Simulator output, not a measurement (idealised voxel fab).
The following is a process module called voxel capacitor over wiring.
205 nm wide, 5 nm square cells: that's cross-section cut.
Just so we're on the same page, the cross-sections are grids of square cells, and they're listed out in bands top to bottom, each band one or more rows deep. Per band: top height and bottom height in nm, followed by the left-to-right materials and their widths in nm; "all across" marks a single material spanning edge to edge, "blank" marks empty space. Basically, 0 is our baseline, since under it the wafer straight out of the box is all one material. The bottom band has no lower end and keeps on going down, so it looks like "0 -> down". So if you see something like "30 to 40" for the width, read it as the top row of the band sitting at the first number and the bottom row at the second, with every row in between moving by the same amount as the last. "nothing altered" -> step changed no cross-section cell. In "Fully sealed cavities" the enclosed voids are listed, meaning empty spaces of 8 cells or larger without any opening to the top. The form is width x height at distance, distance from the left edge, units nm. On a step's line, text after the settings is the simulator commenting on that step. A step's line can hold "overlay nm"; with a mask on that step, the setting says how far right of the planned place the mask lay, while a negative setting says it lay to the left.

Below is the list of planned process steps
1: op RECEIVE | material Si
2: op CONFORMAL_DEP | material SiO2 | thk nm 10
3: op DIRECTIONAL_DEP | material TiN | thk nm 5
4: op DIRECTIONAL_DEP | material Ru | thk nm 20
5: op MASKED_ETCH | tone cover | mask id METAL_1 | width nm 25 | pitch nm 90 | etch materials Ru | depth nm 20 | overlay nm 0
6: op MASKED_ETCH | tone cover | mask id METAL_1 | width nm 25 | pitch nm 90 | etch materials TiN | depth nm 5 | overlay nm 0
7: op CONFORMAL_DEP | material SiN | thk nm 5
8: op FILL_DEP | material SiO2 | thk nm 10
9: op CMP | height nm 35
10: op CONFORMAL_DEP | material SiCN | thk nm 5
11: op DIRECTIONAL_DEP | material lowk | thk nm 20
12: op DIRECTIONAL_DEP | material aC | thk nm 10
13: op PATTERN | tone open | mask id PLUG_1 | material resist | width nm 15 | thk nm 30 | overlay nm 0
14: op DIRECTIONAL_ETCH | etch materials aC | depth nm 10
15: op STRIP | etch materials resist
16: op DIRECTIONAL_ETCH | etch materials lowk | depth nm 20
17: op DIRECTIONAL_ETCH | etch materials SiCN | depth nm 5
18: op STRIP | etch materials aC
19: op EPI | material Ru | thk nm 10
20: op EPI | material Ru | thk nm 10
21: op EPI | material Ru | thk nm 5
22: op DIRECTIONAL_DEP | material TiN | thk nm 10
23: op DIRECTIONAL_DEP | material SiN | thk nm 5
24: op DIRECTIONAL_DEP | material TiN | thk nm 5
25: op PATTERN | tone cover | mask id UPPER_PLATE | material resist | width nm 70 | thk nm 15 | overlay nm 0
26: op DIRECTIONAL_ETCH | etch materials TiN | depth nm 5
27: op DIRECTIONAL_ETCH | etch materials SiN | depth nm 5
28: op STRIP | etch materials resist
29: op DIRECTIONAL_DEP | material aC | thk nm 15
30: op PATTERN | tone cover | mask id LOWER_PLATE | material resist | width nm 80 | thk nm 30 | overlay nm 0
31: op DIRECTIONAL_ETCH | etch materials aC | depth nm 15
32: op STRIP | etch materials resist
33: op DIRECTIONAL_ETCH | etch materials TiN | depth nm 10
34: op STRIP | etch materials aC
35: op FILL_DEP | material SiO2 | thk nm 20
36: op CMP | height nm 95
37: op MASKED_ETCH | tone open | mask id PLUG_2 | width nm 15 | etch materials SiO2 | depth nm 15 | overlay nm 0
38: op CONFORMAL_DEP | material TiN | thk nm 5
39: op FILL_DEP | material W | thk nm 10
40: op CMP | height nm 95
41: op CONFORMAL_DEP | material SiN | thk nm 5

As-received wafer cross-section (after step 1)
* 0 -> down | Si all across
* Fully sealed cavities: none

Wafer cross-section at module end: first of two, run to plan
* 100 -> 95 | SiN all across
* 95 -> 85 | 65 nm SiO2  5 nm TiN  5 nm W  5 nm TiN  125 nm SiO2
* 85 -> 75 | 65 to 55 nm SiO2  15 to 70 nm TiN  125 to 80 nm SiO2
* 75 -> 70 | 55 nm SiO2  70 nm SiN  80 nm SiO2
* 70 -> 60 | 50 nm SiO2  80 nm TiN  75 nm SiO2
* 60 -> 40 | 55 nm lowk  15 nm Ru  135 nm lowk
* 40 -> 35 | 55 nm SiCN  15 nm Ru  135 nm SiCN
* 35 -> 15 | 40 nm SiO2  5 nm SiN  25 nm Ru  5 nm SiN  55 nm SiO2  5 nm SiN  25 nm Ru  5 nm SiN  40 nm SiO2
* 15 -> 10 | 45 nm SiN  25 nm TiN  65 nm SiN  25 nm TiN  45 nm SiN
* 10 -> 0 | SiO2 all across
* 0 -> down | Si all across
* Fully sealed cavities: none

Cross-sectional image of the second wafer of the two following completion of the module. Starting state and process plan were the same as for the first wafer; one execution error occurred
* 100 -> 95 | SiN all across
* 95 -> 90 | 65 nm SiO2  5 nm TiN  5 nm W  5 nm TiN  125 nm SiO2
* 90 -> 80 | 65 to 55 nm SiO2  15 to 70 nm TiN  125 to 80 nm SiO2
* 80 -> 75 | 55 nm SiO2  70 nm SiN  80 nm SiO2
* 75 -> 65 | 50 nm SiO2  80 nm TiN  75 nm SiO2
* 65 -> 60 | TiN all across
* 60 -> 40 | 55 nm lowk  15 nm Ru  135 nm lowk
* 40 -> 35 | 55 nm SiCN  15 nm Ru  135 nm SiCN
* 35 -> 15 | 40 nm SiO2  5 nm SiN  25 nm Ru  5 nm SiN  55 nm SiO2  5 nm SiN  25 nm Ru  5 nm SiN  40 nm SiO2
* 15 -> 10 | 45 nm SiN  25 nm TiN  65 nm SiN  25 nm TiN  45 nm SiN
* 10 -> 0 | SiO2 all across
* 0 -> down | Si all across
* Fully sealed cavities: none
What was the processing mistake? step 22 was not run as planned; what actually ran was op DIRECTIONAL_DEP | material TiN | thk nm 15
End of process, cell counts, second wafer against first, materials with more or fewer: -38 SiO2, +39 TiN, -1 W
